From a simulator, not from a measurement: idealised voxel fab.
process module | voxel gate over fins
cross-section cut | 185 nm wide | cells 5 nm
A cross-section is a grid of square cells, given in bands from the top down. A band is one or more rows of cells.
Each band's line starts with the height of the band's top and of its bottom, in nm. Then come its materials from left to right, each with its width in nm. One material with "throughout" fills the band from edge to edge. "air" is empty space.
Height 0 is the level under which the wafer as received is all one material. The lowest band goes on downwards, as in "0 down".
A width such as "30 to 40" changes by the same amount from each row of cells to the next, from the band's top row to its bottom row.
"no change" after a step means that no cell of the cross-section changed.
closed voids: empty space of 8 cells or more with no open way to the top, each as width x height at its distance from the left edge, in nm
after a step's settings: what the simulator itself notes on the step
overlay nm, on a step with a mask: how far to the right of its planned place the mask lay; to the left if negative
plan
1 op RECEIVE | material Si
2 op CONFORMAL_DEP | material SiN | thk nm 5
3 op DIRECTIONAL_DEP | material aC | thk nm 10
4 op PATTERN | tone cover | mask id FINS | material resist | width nm 15 | pitch nm 60 | thk nm 25 | overlay nm -15
5 op DIRECTIONAL_ETCH | etch materials aC | depth nm 10
6 op STRIP | etch materials resist
7 op DIRECTIONAL_ETCH | etch materials SiN | depth nm 5
8 op DIRECTIONAL_ETCH | etch materials Si | depth nm 40
9 op STRIP | etch materials aC
10 op FILL_DEP | material SiO2 | thk nm 10
11 op CMP | height nm 5
12 op PATTERN | tone open | mask id RAIL | material resist | width nm 15 | thk nm 20 | overlay nm 0
13 op DIRECTIONAL_ETCH | etch materials SiO2 | depth nm 40
14 op STRIP | etch materials resist
15 op CONFORMAL_DEP | material TiN | thk nm 5
16 op FILL_DEP | material Ru | thk nm 5
17 op CMP | height nm 5
18 op SELECTIVE_ETCH | etch materials W Ru TiN | depth nm 30
19 op FILL_DEP | material SiO2 | thk nm 5
20 op CMP | height nm 5
21 op SELECTIVE_ETCH | etch materials SiO2 | depth nm 20
22 op STRIP | etch materials SiN
23 op CONFORMAL_DEP | material HfO2 | thk nm 5
24 op CONFORMAL_DEP | material TiN | thk nm 5
25 op FILL_DEP | material W | thk nm 15
26 op CMP | height nm 20
27 op CONFORMAL_DEP | material SiN | thk nm 10
varied across the wafers: overlay nm of step 4. The plan shows the first wafer's value. All wafers start alike
first wafer as received, after step 1
  0 down: Si throughout
  closed voids: none
first wafer at the end, after step 27
  30 to 20: SiN throughout
  20 to 10: W throughout
  10 to 5: W 30 | TiN 35 | W 25 | TiN 35 | W 60
  5 to 0: W 30 | TiN 5 | HfO2 25 | TiN 5 | W 25 | TiN 5 | HfO2 25 | TiN 5 | W 60
  0 to -5: W 30 | TiN 5 | HfO2 5 | Si 15 | HfO2 5 | TiN 5 | W 25 | TiN 5 | HfO2 5 | Si 15 | HfO2 5 | TiN 5 | W 60
  -5 to -10: TiN 35 | HfO2 5 | Si 15 | HfO2 5 | TiN 35 | HfO2 5 | Si 15 | HfO2 5 | TiN 65
  -10 to -15: HfO2 40 | Si 15 | HfO2 45 | Si 15 | HfO2 70
  -15 to -25: SiO2 40 | Si 15 | SiO2 45 | Si 15 | SiO2 70
  -25 to -30: SiO2 40 | Si 15 | SiO2 30 | TiN 5 | Ru 5 | TiN 5 | Si 15 | SiO2 70
  -30 to -35: SiO2 40 | Si 15 | SiO2 30 | TiN 15 | Si 15 | SiO2 70
  -35 to -40: SiO2 40 | Si 15 | SiO2 45 | Si 15 | SiO2 70
  -40 down: Si throughout
  closed voids: none
last wafer at the end
  30 to 20: SiN throughout
  20 to 10: W throughout
  10 to 5: W 60 | TiN 35 | W 25 | TiN 35 | W 30
  5 to 0: W 60 | TiN 5 | HfO2 25 | TiN 5 | W 25 | TiN 5 | HfO2 25 | TiN 5 | W 30
  0 to -5: W 60 | TiN 5 | HfO2 5 | Si 15 | HfO2 5 | TiN 5 | W 25 | TiN 5 | HfO2 5 | Si 15 | HfO2 5 | TiN 5 | W 30
  -5 to -10: TiN 65 | HfO2 5 | Si 15 | HfO2 5 | TiN 35 | HfO2 5 | Si 15 | HfO2 5 | TiN 35
  -10 to -15: HfO2 70 | Si 15 | HfO2 45 | Si 15 | HfO2 40
  -15 to -25: SiO2 70 | Si 15 | SiO2 45 | Si 15 | SiO2 40
  -25 to -30: SiO2 70 | Si 15 | TiN 5 | Ru 5 | TiN 5 | SiO2 30 | Si 15 | SiO2 40
  -30 to -35: SiO2 70 | Si 15 | TiN 15 | SiO2 30 | Si 15 | SiO2 40
  -35 to -40: SiO2 70 | Si 15 | SiO2 45 | Si 15 | SiO2 40
  -40 down: Si throughout
  closed voids: none
each wafer at the end: cells of each material gained (+) or lost (-) since it was received, then its closed voids
overlay nm -15 | +49 HfO2 | +1 Ru | -248 Si | +74 SiN | +149 SiO2 | +54 TiN | +143 W | closed voids: none
overlay nm -10 | +49 HfO2 | +1 Ru | -248 Si | +74 SiN | +149 SiO2 | +54 TiN | +143 W | closed voids: none
overlay nm -5 | +49 HfO2 | +1 Ru | -248 Si | +74 SiN | +149 SiO2 | +54 TiN | +143 W | closed voids: none
overlay nm 0 | +49 HfO2 | +1 Ru | -248 Si | +74 SiN | +149 SiO2 | +54 TiN | +143 W | closed voids: none
overlay nm 5 | +49 HfO2 | +1 Ru | -248 Si | +74 SiN | +149 SiO2 | +54 TiN | +143 W | closed voids: none
overlay nm 10 | +49 HfO2 | +1 Ru | -248 Si | +74 SiN | +149 SiO2 | +54 TiN | +143 W | closed voids: none
overlay nm 15 | +49 HfO2 | +1 Ru | -248 Si | +74 SiN | +149 SiO2 | +54 TiN | +143 W | closed voids: none
